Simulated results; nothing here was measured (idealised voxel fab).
Process module name: voxel air gaps
It is cross-section cut that appears here, measuring 245 nm in width, its square cells being 5 nm in size.
Throughout this document, each cross-section is represented as a grid of square cells and is presented as a sequence of bands enumerated from the top downward, where a band comprises one or more rows of cells. Within each band entry, the heights of the top and of the bottom of the band appear first, in that order and in nm; the materials of the band then follow from left to right, each with its corresponding width in nm. The designation "everywhere" on a single material indicates that it fills the band from edge to edge; the designation "air" indicates empty space. A quick word on heights: they are counted from 0, and under that level the wafer as it came to us is one material throughout. The lowest band is different from the rest in having no bottom; it simply continues downward, written as in "0 -> down". Quick explanation for "30 to 40": the width changes in equal steps down the rows of cells, from the first number in the band's top row to the second number in its bottom row. Any step labelled "nothing different" changed none of the cells in the cross-section. Closed empty spaces (no open way to the top) of 8 cells or more are what "Internal closed voids" lists, each as width x height at distance from the left edge, nm for all three. What comes after the settings on a step's line is commentary from the simulator itself on that step. overlay nm: mask offset rightward from planned place, masked step; negative means leftward offset.
[Planned step list for the process]
1. RECEIVE,material Si
2. CONFORMAL_DEP,material SiO2,thk nm 10
3. CONFORMAL_DEP,material SiCN,thk nm 5
4. DIRECTIONAL_DEP,material SiO2,thk nm 40
5. DIRECTIONAL_DEP,material aC,thk nm 15
6. PATTERN,tone open,mask id LINES,material resist,width nm 25,pitch nm 55,thk nm 30,overlay nm 0
7. DIRECTIONAL_ETCH,etch materials aC,depth nm 15
8. STRIP,etch materials resist
9. DIRECTIONAL_ETCH,etch materials SiO2,depth nm 40
10. STRIP,etch materials aC
11. CONFORMAL_DEP,material TiN,thk nm 5
12. FILL_DEP,material W,thk nm 10
13. CMP,height nm 55
14. EPI,material Ru,thk nm 10
15. SELECTIVE_ETCH,etch materials SiO2,depth nm 50
16. CONFORMAL_DEP,material SiCN,thk nm 5
[First wafer of two (run as planned)]
[Wafer cross-section on receipt, i.e. after step 1]
* 0 -> down = Si everywhere
* Internal closed voids: none
[The following cross-section depicts the wafer upon completion of step 2]
* 10 -> 0 = SiO2 everywhere
* Below a height of 0, the structure has not been altered.
[The following cross-section depicts the wafer upon completion of step 3]
* 15 -> 10 = SiCN everywhere
* Below a height of 10, the structure has not been altered.
[The following cross-section depicts the wafer upon completion of step 4]
* 55 -> 15 = SiO2 everywhere
* Below a height of 15, the structure has not been altered.
[The following cross-section depicts the wafer upon completion of step 5]
* 70 -> 55 = aC everywhere
* Below a height of 55, the structure has not been altered.
[The following cross-section depicts the wafer upon completion of step 6]
* 100 -> 70 = 25 nm resist, then 25 nm air, then 30 nm resist, then 25 nm air, then 30 nm resist, then 25 nm air, then 30 nm resist, then 25 nm air, then 30 nm resist
* Below a height of 70, the structure has not been altered.
[The following cross-section depicts the wafer upon completion of step 7]
* 85 -> 70 = 25 nm resist, then 25 nm air, then 30 nm resist, then 25 nm air, then 30 nm resist, then 25 nm air, then 30 nm resist, then 25 nm air, then 30 nm resist
* 70 -> 55 = 25 nm aC, then 25 nm air, then 30 nm aC, then 25 nm air, then 30 nm aC, then 25 nm air, then 30 nm aC, then 25 nm air, then 30 nm aC
* Below a height of 55, the structure has not been altered.
[The following cross-section depicts the wafer upon completion of step 8]
* 70 -> 55 = 25 nm aC, then 25 nm air, then 30 nm aC, then 25 nm air, then 30 nm aC, then 25 nm air, then 30 nm aC, then 25 nm air, then 30 nm aC
* Below a height of 55, the structure has not been altered.
[The following cross-section depicts the wafer upon completion of step 9]
* 70 -> 55 = 25 nm aC, then 25 nm air, then 30 nm aC, then 25 nm air, then 30 nm aC, then 25 nm air, then 30 nm aC, then 25 nm air, then 30 nm aC
* 55 -> 15 = 25 nm SiO2, then 25 nm air, then 30 nm SiO2, then 25 nm air, then 30 nm SiO2, then 25 nm air, then 30 nm SiO2, then 25 nm air, then 30 nm SiO2
* Below a height of 15, the structure has not been altered.
[The following cross-section depicts the wafer upon completion of step 10]
* 55 -> 15 = 25 nm SiO2, then 25 nm air, then 30 nm SiO2, then 25 nm air, then 30 nm SiO2, then 25 nm air, then 30 nm SiO2, then 25 nm air, then 30 nm SiO2
* Below a height of 15, the structure has not been altered.
[The following cross-section depicts the wafer upon completion of step 11]
* 60 -> 55 = 30 nm TiN, then 15 nm air, then 40 nm TiN, then 15 nm air, then 40 nm TiN, then 15 nm air, then 40 nm TiN, then 15 nm air, then 35 nm TiN
* 55 -> 20 = 25 nm SiO2, then 5 nm TiN, then 15 nm air, then 5 nm TiN, then 30 nm SiO2, then 5 nm TiN, then 15 nm air, then 5 nm TiN, then 30 nm SiO2, then 5 nm TiN, then 15 nm air, then 5 nm TiN, then 30 nm SiO2, then 5 nm TiN, then 15 nm air, then 5 nm TiN, then 30 nm SiO2
* 20 -> 15 = 25 nm SiO2, then 25 nm TiN, then 30 nm SiO2, then 25 nm TiN, then 30 nm SiO2, then 25 nm TiN, then 30 nm SiO2, then 25 nm TiN, then 30 nm SiO2
* Below a height of 15, the structure has not been altered.
[The following cross-section depicts the wafer upon completion of step 12]
* 70 -> 60 = W everywhere
* 60 -> 55 = 30 nm TiN, then 15 nm W, then 40 nm TiN, then 15 nm W, then 40 nm TiN, then 15 nm W, then 40 nm TiN, then 15 nm W, then 35 nm TiN
* 55 -> 20 = 25 nm SiO2, then 5 nm TiN, then 15 nm W, then 5 nm TiN, then 30 nm SiO2, then 5 nm TiN, then 15 nm W, then 5 nm TiN, then 30 nm SiO2, then 5 nm TiN, then 15 nm W, then 5 nm TiN, then 30 nm SiO2, then 5 nm TiN, then 15 nm W, then 5 nm TiN, then 30 nm SiO2
* Below a height of 20, the structure has not been altered.
[The following cross-section depicts the wafer upon completion of step 13]
* 55 -> 20 = 25 nm SiO2, then 5 nm TiN, then 15 nm W, then 5 nm TiN, then 30 nm SiO2, then 5 nm TiN, then 15 nm W, then 5 nm TiN, then 30 nm SiO2, then 5 nm TiN, then 15 nm W, then 5 nm TiN, then 30 nm SiO2, then 5 nm TiN, then 15 nm W, then 5 nm TiN, then 30 nm SiO2
* Below a height of 20, the structure has not been altered.
[The following cross-section depicts the wafer upon completion of step 14]
* 65 -> 55 = 15 nm air, then 45 nm Ru, then 10 nm air, then 45 nm Ru, then 10 nm air, then 45 nm Ru, then 10 nm air, then 45 nm Ru, then 20 nm air
* Below a height of 55, the structure has not been altered.
[The following cross-section depicts the wafer upon completion of step 15]
* 65 -> 55 = 15 nm air, then 45 nm Ru, then 10 nm air, then 45 nm Ru, then 10 nm air, then 45 nm Ru, then 10 nm air, then 45 nm Ru, then 20 nm air
* 55 -> 20 = 25 nm air, then 5 nm TiN, then 15 nm W, then 5 nm TiN, then 30 nm air, then 5 nm TiN, then 15 nm W, then 5 nm TiN, then 30 nm air, then 5 nm TiN, then 15 nm W, then 5 nm TiN, then 30 nm air, then 5 nm TiN, then 15 nm W, then 5 nm TiN, then 30 nm air
* 20 -> 15 = 25 nm air, then 25 nm TiN, then 30 nm air, then 25 nm TiN, then 30 nm air, then 25 nm TiN, then 30 nm air, then 25 nm TiN, then 30 nm air
* Below a height of 15, the structure has not been altered.
[The following cross-section depicts the wafer upon completion of step 16]
* 70 -> 65 = 10 nm air, then 220 nm SiCN, then 15 nm air
* 65 -> 55 = 10 nm air, then 5 nm SiCN, then 45 nm Ru, then 10 nm SiCN, then 45 nm Ru, then 10 nm SiCN, then 45 nm Ru, then 10 nm SiCN, then 45 nm Ru, then 5 nm SiCN, then 15 nm air
* 55 -> 50 = 10 nm air, then 15 nm SiCN, then 5 nm TiN, then 15 nm W, then 5 nm TiN, then 30 nm SiCN, then 5 nm TiN, then 15 nm W, then 5 nm TiN, then 30 nm SiCN, then 5 nm TiN, then 15 nm W, then 5 nm TiN, then 30 nm SiCN, then 5 nm TiN, then 15 nm W, then 5 nm TiN, then 15 nm SiCN, then 15 nm air
* 50 -> 20 = 20 nm air, then 5 nm SiCN, then 5 nm TiN, then 15 nm W, then 5 nm TiN, then 5 nm SiCN, then 20 nm air, then 5 nm SiCN, then 5 nm TiN, then 15 nm W, then 5 nm TiN, then 5 nm SiCN, then 20 nm air, then 5 nm SiCN, then 5 nm TiN, then 15 nm W, then 5 nm TiN, then 5 nm SiCN, then 20 nm air, then 5 nm SiCN, then 5 nm TiN, then 15 nm W, then 5 nm TiN, then 5 nm SiCN, then 25 nm air
* 20 -> 15 = 25 nm SiCN, then 25 nm TiN, then 30 nm SiCN, then 25 nm TiN, then 30 nm SiCN, then 25 nm TiN, then 30 nm SiCN, then 25 nm TiN, then 30 nm SiCN
* Below a height of 15, the structure has not been altered.
* Internal closed voids: 20 x 30 at 55; 20 x 30 at 110; 20 x 30 at 165
[second wafer: like start, like plan, one mistake. Through step 5 it matches the first wafer]
[The second wafer cut through, at the time step 6 was supposed to be finished]
* 100 -> 70 = 30 nm resist, then 25 nm air, then 30 nm resist, then 25 nm air, then 30 nm resist, then 25 nm air, then 30 nm resist, then 25 nm air, then 25 nm resist
* Below a height of 70, the structure has not been altered.
[The second wafer cut through, at the time step 7 was supposed to be finished]
* 85 -> 70 = 30 nm resist, then 25 nm air, then 30 nm resist, then 25 nm air, then 30 nm resist, then 25 nm air, then 30 nm resist, then 25 nm air, then 25 nm resist
* 70 -> 55 = 30 nm aC, then 25 nm air, then 30 nm aC, then 25 nm air, then 30 nm aC, then 25 nm air, then 30 nm aC, then 25 nm air, then 25 nm aC
* Below a height of 55, the structure has not been altered.
[The second wafer cut through, at the time step 8 was supposed to be finished]
* 70 -> 55 = 30 nm aC, then 25 nm air, then 30 nm aC, then 25 nm air, then 30 nm aC, then 25 nm air, then 30 nm aC, then 25 nm air, then 25 nm aC
* Below a height of 55, the structure has not been altered.
[The second wafer cut through, at the time step 9 was supposed to be finished]
* 70 -> 55 = 30 nm aC, then 25 nm air, then 30 nm aC, then 25 nm air, then 30 nm aC, then 25 nm air, then 30 nm aC, then 25 nm air, then 25 nm aC
* 55 -> 15 = 30 nm SiO2, then 25 nm air, then 30 nm SiO2, then 25 nm air, then 30 nm SiO2, then 25 nm air, then 30 nm SiO2, then 25 nm air, then 25 nm SiO2
* Below a height of 15, the structure has not been altered.
[The second wafer cut through, at the time step 10 was supposed to be finished]
* 55 -> 15 = 30 nm SiO2, then 25 nm air, then 30 nm SiO2, then 25 nm air, then 30 nm SiO2, then 25 nm air, then 30 nm SiO2, then 25 nm air, then 25 nm SiO2
* Below a height of 15, the structure has not been altered.
[The second wafer cut through, at the time step 11 was supposed to be finished]
* 60 -> 55 = 35 nm TiN, then 15 nm air, then 40 nm TiN, then 15 nm air, then 40 nm TiN, then 15 nm air, then 40 nm TiN, then 15 nm air, then 30 nm TiN
* 55 -> 20 = 30 nm SiO2, then 5 nm TiN, then 15 nm air, then 5 nm TiN, then 30 nm SiO2, then 5 nm TiN, then 15 nm air, then 5 nm TiN, then 30 nm SiO2, then 5 nm TiN, then 15 nm air, then 5 nm TiN, then 30 nm SiO2, then 5 nm TiN, then 15 nm air, then 5 nm TiN, then 25 nm SiO2
* 20 -> 15 = 30 nm SiO2, then 25 nm TiN, then 30 nm SiO2, then 25 nm TiN, then 30 nm SiO2, then 25 nm TiN, then 30 nm SiO2, then 25 nm TiN, then 25 nm SiO2
* Below a height of 15, the structure has not been altered.
[The second wafer cut through, at the time step 12 was supposed to be finished]
* 70 -> 60 = W everywhere
* 60 -> 55 = 35 nm TiN, then 15 nm W, then 40 nm TiN, then 15 nm W, then 40 nm TiN, then 15 nm W, then 40 nm TiN, then 15 nm W, then 30 nm TiN
* 55 -> 20 = 30 nm SiO2, then 5 nm TiN, then 15 nm W, then 5 nm TiN, then 30 nm SiO2, then 5 nm TiN, then 15 nm W, then 5 nm TiN, then 30 nm SiO2, then 5 nm TiN, then 15 nm W, then 5 nm TiN, then 30 nm SiO2, then 5 nm TiN, then 15 nm W, then 5 nm TiN, then 25 nm SiO2
* Below a height of 20, the structure has not been altered.
[The second wafer cut through, at the time step 13 was supposed to be finished]
* 55 -> 20 = 30 nm SiO2, then 5 nm TiN, then 15 nm W, then 5 nm TiN, then 30 nm SiO2, then 5 nm TiN, then 15 nm W, then 5 nm TiN, then 30 nm SiO2, then 5 nm TiN, then 15 nm W, then 5 nm TiN, then 30 nm SiO2, then 5 nm TiN, then 15 nm W, then 5 nm TiN, then 25 nm SiO2
* Below a height of 20, the structure has not been altered.
[The second wafer cut through, at the time step 14 was supposed to be finished]
* 65 -> 55 = 20 nm air, then 45 nm Ru, then 10 nm air, then 45 nm Ru, then 10 nm air, then 45 nm Ru, then 10 nm air, then 45 nm Ru, then 15 nm air
* Below a height of 55, the structure has not been altered.
[The second wafer cut through, at the time step 15 was supposed to be finished]
* 65 -> 55 = 20 nm air, then 45 nm Ru, then 10 nm air, then 45 nm Ru, then 10 nm air, then 45 nm Ru, then 10 nm air, then 45 nm Ru, then 15 nm air
* 55 -> 20 = 30 nm air, then 5 nm TiN, then 15 nm W, then 5 nm TiN, then 30 nm air, then 5 nm TiN, then 15 nm W, then 5 nm TiN, then 30 nm air, then 5 nm TiN, then 15 nm W, then 5 nm TiN, then 30 nm air, then 5 nm TiN, then 15 nm W, then 5 nm TiN, then 25 nm air
* 20 -> 15 = 30 nm air, then 25 nm TiN, then 30 nm air, then 25 nm TiN, then 30 nm air, then 25 nm TiN, then 30 nm air, then 25 nm TiN, then 25 nm air
* Below a height of 15, the structure has not been altered.
[The second wafer cut through, at the time step 16 was supposed to be finished]
* 70 -> 65 = 15 nm air, then 220 nm SiCN, then 10 nm air
* 65 -> 55 = 15 nm air, then 5 nm SiCN, then 45 nm Ru, then 10 nm SiCN, then 45 nm Ru, then 10 nm SiCN, then 45 nm Ru, then 10 nm SiCN, then 45 nm Ru, then 5 nm SiCN, then 10 nm air
* 55 -> 50 = 15 nm air, then 15 nm SiCN, then 5 nm TiN, then 15 nm W, then 5 nm TiN, then 30 nm SiCN, then 5 nm TiN, then 15 nm W, then 5 nm TiN, then 30 nm SiCN, then 5 nm TiN, then 15 nm W, then 5 nm TiN, then 30 nm SiCN, then 5 nm TiN, then 15 nm W, then 5 nm TiN, then 15 nm SiCN, then 10 nm air
* 50 -> 20 = 25 nm air, then 5 nm SiCN, then 5 nm TiN, then 15 nm W, then 5 nm TiN, then 5 nm SiCN, then 20 nm air, then 5 nm SiCN, then 5 nm TiN, then 15 nm W, then 5 nm TiN, then 5 nm SiCN, then 20 nm air, then 5 nm SiCN, then 5 nm TiN, then 15 nm W, then 5 nm TiN, then 5 nm SiCN, then 20 nm air, then 5 nm SiCN, then 5 nm TiN, then 15 nm W, then 5 nm TiN, then 5 nm SiCN, then 20 nm air
* 20 -> 15 = 30 nm SiCN, then 25 nm TiN, then 30 nm SiCN, then 25 nm TiN, then 30 nm SiCN, then 25 nm TiN, then 30 nm SiCN, then 25 nm TiN, then 25 nm SiCN
* Below a height of 15, the structure has not been altered.
* Internal closed voids: 20 x 30 at 60; 20 x 30 at 115; 20 x 30 at 170
Misprocessing identified: step 6: run off-plan, actual operation and settings PATTERN,tone open,mask id LINES,material resist,width nm 25,pitch nm 55,thk nm 30,overlay nm 5
In the final comparison it is observed that the number of cells assigned to each material is identical for the two wafers, whereas their placement is not.
